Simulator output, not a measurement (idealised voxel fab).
The document below concerns the process module designated voxel self aligned contacts.
We display cut, a cross-section 160 nm in width whose square cells are each 5 nm.
Cross-section = grid of square cells, listed top down in bands; band = one or more rows.
Quick guide to a band line: top height, bottom height (nm) up front; then every material left to right with its width in nm. Only one material and it's marked "all across"? Then it fills the band edge to edge. And "empty" just means empty space.
Zero point of the height axis is 0; under it, received wafer = one material. Lowest band: continues down indefinitely, "from 0 down".
The notation "30->40" denotes a width that varies across the rows of cells in the band, beginning at the first number in the top row, finishing at the second number in the bottom row, and changing by an identical amount from each row to the next.
Where a step carries "stayed the same", the cross-section came out of it unchanged, cell for cell.
Reported under the label "closed voids" are the empty spaces having no open way to the top and comprising 8 cells or more; the notation for each is width x height at distance, in which the distance is measured from the left edge and all three values are in nm.
The remark found on a step's line after its settings is issued by the simulator itself and pertains to that step.
A step line may carry the setting "overlay nm", which, for steps involving a mask, states the distance by which the mask lay to the right of its intended position; negative values denote displacement to the left.
**This section lists the process steps that were planned**
1: RECEIVE (material Si)
2: CONFORMAL_DEP (material SiO2; thk nm 5)
3: DIRECTIONAL_DEP (material polySi; thk nm 30)
4: DIRECTIONAL_DEP (material SiN; thk nm 20)
5: MASKED_ETCH (tone cover; mask id GATE; width nm 30; pitch nm 60; etch materials SiN; depth nm 20; overlay nm 0)
6: MASKED_ETCH (tone cover; mask id GATE; width nm 30; pitch nm 60; etch materials polySi; depth nm 30; overlay nm 0)
7: CONFORMAL_DEP (material SiN; thk nm 5)
8: DIRECTIONAL_ETCH (etch materials SiN; depth nm 5)
9: FILL_DEP (material SiO2; thk nm 20)
10: CMP (height nm 65)
11: DIRECTIONAL_DEP (material aC; thk nm 10)
12: PATTERN (tone open; mask id CONTACT; material resist; width nm 40; thk nm 25; overlay nm 0)
13: DIRECTIONAL_ETCH (etch materials aC; depth nm 10)
14: STRIP (etch materials resist)
15: DIRECTIONAL_ETCH (etch materials SiO2; depth nm 65)
16: STRIP (etch materials aC)
17: CONFORMAL_DEP (material TiN; thk nm 5)
18: FILL_DEP (material Ru; thk nm 5)
19: CMP (height nm 65)
20: CONFORMAL_DEP (material SiCN; thk nm 5)
**Run as planned: first of two wafers**
**Delivered wafer in cross-section: state after step 1**
- from 0 down: Si all across
- closed voids: none
**Wafer after step 2 (cross-section)**
- from 5 to 0: SiO2 all across
- No changes below 0.
**Wafer after step 3 (cross-section)**
- from 35 to 5: polySi all across
- No changes below 5.
**Wafer after step 4 (cross-section)**
- from 55 to 35: SiN all across
- No changes below 35.
**Wafer after step 5 (cross-section)**
- from 55 to 35: 35 of empty, 30 of SiN, 30 of empty, 30 of SiN, 35 of empty
- No changes below 35.
**Wafer after step 6 (cross-section)**
- from 55 to 35: 35 of empty, 30 of SiN, 30 of empty, 30 of SiN, 35 of empty
- from 35 to 5: 35 of empty, 30 of polySi, 30 of empty, 30 of polySi, 35 of empty
- No changes below 5.
**Wafer after step 7 (cross-section)**
- from 60 to 35: 30 of empty, 40 of SiN, 20 of empty, 40 of SiN, 30 of empty
- from 35 to 10: 30 of empty, 5 of SiN, 30 of polySi, 5 of SiN, 20 of empty, 5 of SiN, 30 of polySi, 5 of SiN, 30 of empty
- from 10 to 5: 35 of SiN, 30 of polySi, 30 of SiN, 30 of polySi, 35 of SiN
- No changes below 5.
**Wafer after step 8 (cross-section)**
- from 55 to 35: 30 of empty, 40 of SiN, 20 of empty, 40 of SiN, 30 of empty
- from 35 to 5: 30 of empty, 5 of SiN, 30 of polySi, 5 of SiN, 20 of empty, 5 of SiN, 30 of polySi, 5 of SiN, 30 of empty
- No changes below 5.
**Wafer after step 9 (cross-section)**
- from 75 to 55: SiO2 all across
- from 55 to 35: 30 of SiO2, 40 of SiN, 20 of SiO2, 40 of SiN, 30 of SiO2
- from 35 to 5: 30 of SiO2, 5 of SiN, 30 of polySi, 5 of SiN, 20 of SiO2, 5 of SiN, 30 of polySi, 5 of SiN, 30 of SiO2
- No changes below 5.
**Wafer after step 10 (cross-section)**
- from 65 to 55: SiO2 all across
- No changes below 55.
**Wafer after step 11 (cross-section)**
- from 75 to 65: aC all across
- No changes below 65.
**Wafer after step 12 (cross-section)**
- from 100 to 75: 60 of resist, 40 of empty, 60 of resist
- No changes below 75.
**Wafer after step 13 (cross-section)**
- from 90 to 75: 60 of resist, 40 of empty, 60 of resist
- from 75 to 65: 60 of aC, 40 of empty, 60 of aC
- No changes below 65.
**Wafer after step 14 (cross-section)**
- from 75 to 65: 60 of aC, 40 of empty, 60 of aC
- No changes below 65.
**Wafer after step 15 (cross-section)**
- from 75 to 65: 60 of aC, 40 of empty, 60 of aC
- from 65 to 55: 60 of SiO2, 40 of empty, 60 of SiO2
- from 55 to 35: 30 of SiO2, 40 of SiN, 20 of empty, 40 of SiN, 30 of SiO2
- from 35 to 5: 30 of SiO2, 5 of SiN, 30 of polySi, 5 of SiN, 20 of empty, 5 of SiN, 30 of polySi, 5 of SiN, 30 of SiO2
- from 5 to 0: 70 of SiO2, 20 of empty, 70 of SiO2
- No changes below 0.
**Wafer after step 16 (cross-section)**
- from 65 to 55: 60 of SiO2, 40 of empty, 60 of SiO2
- No changes below 55.
**Wafer after step 17 (cross-section)**
- from 70 to 65: 65 of TiN, 30 of empty, 65 of TiN
- from 65 to 55: 60 of SiO2, 5->15 of TiN, 30->10 of empty, 5->15 of TiN, 60 of SiO2
- from 55 to 35: 30 of SiO2, 40 of SiN, 5 of TiN, 10 of empty, 5 of TiN, 40 of SiN, 30 of SiO2
- from 35 to 5: 30 of SiO2, 5 of SiN, 30 of polySi, 5 of SiN, 5 of TiN, 10 of empty, 5 of TiN, 5 of SiN, 30 of polySi, 5 of SiN, 30 of SiO2
- from 5 to 0: 70 of SiO2, 20 of TiN, 70 of SiO2
- No changes below 0.
**Wafer after step 18 (cross-section)**
- from 75 to 70: Ru all across
- from 70 to 65: 65 of TiN, 30 of Ru, 65 of TiN
- from 65 to 55: 60 of SiO2, 5->15 of TiN, 30->10 of Ru, 5->15 of TiN, 60 of SiO2
- from 55 to 35: 30 of SiO2, 40 of SiN, 5 of TiN, 10 of Ru, 5 of TiN, 40 of SiN, 30 of SiO2
- from 35 to 5: 30 of SiO2, 5 of SiN, 30 of polySi, 5 of SiN, 5 of TiN, 10 of Ru, 5 of TiN, 5 of SiN, 30 of polySi, 5 of SiN, 30 of SiO2
- No changes below 5.
**Wafer after step 19 (cross-section)**
- from 65 to 55: 60 of SiO2, 5->15 of TiN, 30->10 of Ru, 5->15 of TiN, 60 of SiO2
- No changes below 55.
**Wafer after step 20 (cross-section)**
- from 70 to 65: SiCN all across
- No changes below 65.
**The remaining wafer, second of the two, started like the first and was run to the same plan, except that one mistake was made along the way; the two coincide through step 6, inclusive**
Cross-section: second wafer, time at which step 7 was scheduled to end: stayed the same
**Cross-section: second wafer, time at which step 8 was scheduled to end**
- from 50 to 35: 35 of empty, 30 of SiN, 30 of empty, 30 of SiN, 35 of empty
- No changes below 35.
**Cross-section: second wafer, time at which step 9 was scheduled to end**
- from 70 to 50: SiO2 all across
- from 50 to 35: 35 of SiO2, 30 of SiN, 30 of SiO2, 30 of SiN, 35 of SiO2
- from 35 to 5: 35 of SiO2, 30 of polySi, 30 of SiO2, 30 of polySi, 35 of SiO2
- No changes below 5.
**Cross-section: second wafer, time at which step 10 was scheduled to end**
- from 65 to 50: SiO2 all across
- No changes below 50.
**Cross-section: second wafer, time at which step 11 was scheduled to end**
- from 75 to 65: aC all across
- No changes below 65.
**Cross-section: second wafer, time at which step 12 was scheduled to end**
- from 100 to 75: 60 of resist, 40 of empty, 60 of resist
- No changes below 75.
**Cross-section: second wafer, time at which step 13 was scheduled to end**
- from 90 to 75: 60 of resist, 40 of empty, 60 of resist
- from 75 to 65: 60 of aC, 40 of empty, 60 of aC
- No changes below 65.
**Cross-section: second wafer, time at which step 14 was scheduled to end**
- from 75 to 65: 60 of aC, 40 of empty, 60 of aC
- No changes below 65.
**Cross-section: second wafer, time at which step 15 was scheduled to end**
- from 75 to 65: 60 of aC, 40 of empty, 60 of aC
- from 65 to 50: 60 of SiO2, 40 of empty, 60 of SiO2
- from 50 to 35: 35 of SiO2, 30 of SiN, 30 of empty, 30 of SiN, 35 of SiO2
- from 35 to 5: 35 of SiO2, 30 of polySi, 30 of empty, 30 of polySi, 35 of SiO2
- from 5 to 0: 65 of SiO2, 30 of empty, 65 of SiO2
- No changes below 0.
**Cross-section: second wafer, time at which step 16 was scheduled to end**
- from 65 to 50: 60 of SiO2, 40 of empty, 60 of SiO2
- No changes below 50.
**Cross-section: second wafer, time at which step 17 was scheduled to end**
- from 70 to 65: 65 of TiN, 30 of empty, 65 of TiN
- from 65 to 55: 60 of SiO2, 5 of TiN, 30 of empty, 5 of TiN, 60 of SiO2
- from 55 to 50: 60 of SiO2, 10 of TiN, 20 of empty, 10 of TiN, 60 of SiO2
- from 50 to 35: 35 of SiO2, 30 of SiN, 5 of TiN, 20 of empty, 5 of TiN, 30 of SiN, 35 of SiO2
- from 35 to 5: 35 of SiO2, 30 of polySi, 5 of TiN, 20 of empty, 5 of TiN, 30 of polySi, 35 of SiO2
- from 5 to 0: 65 of SiO2, 30 of TiN, 65 of SiO2
- No changes below 0.
**Cross-section: second wafer, time at which step 18 was scheduled to end**
- from 75 to 70: Ru all across
- from 70 to 65: 65 of TiN, 30 of Ru, 65 of TiN
- from 65 to 55: 60 of SiO2, 5 of TiN, 30 of Ru, 5 of TiN, 60 of SiO2
- from 55 to 50: 60 of SiO2, 10 of TiN, 20 of Ru, 10 of TiN, 60 of SiO2
- from 50 to 35: 35 of SiO2, 30 of SiN, 5 of TiN, 20 of Ru, 5 of TiN, 30 of SiN, 35 of SiO2
- from 35 to 5: 35 of SiO2, 30 of polySi, 5 of TiN, 20 of Ru, 5 of TiN, 30 of polySi, 35 of SiO2
- No changes below 5.
**Cross-section: second wafer, time at which step 19 was scheduled to end**
- from 65 to 55: 60 of SiO2, 5 of TiN, 30 of Ru, 5 of TiN, 60 of SiO2
- No changes below 55.
**Cross-section: second wafer, time at which step 20 was scheduled to end**
- from 70 to 65: SiCN all across
- No changes below 65.
It is concluded that the wafer was processed incorrectly with respect to the plan, in that no execution of plan step 7; skipped
Upon completion, the second wafer contains, in terms of cells, a greater or smaller amount of certain materials than the first wafer: Ru +24 | SiN -52 | SiO2 +28
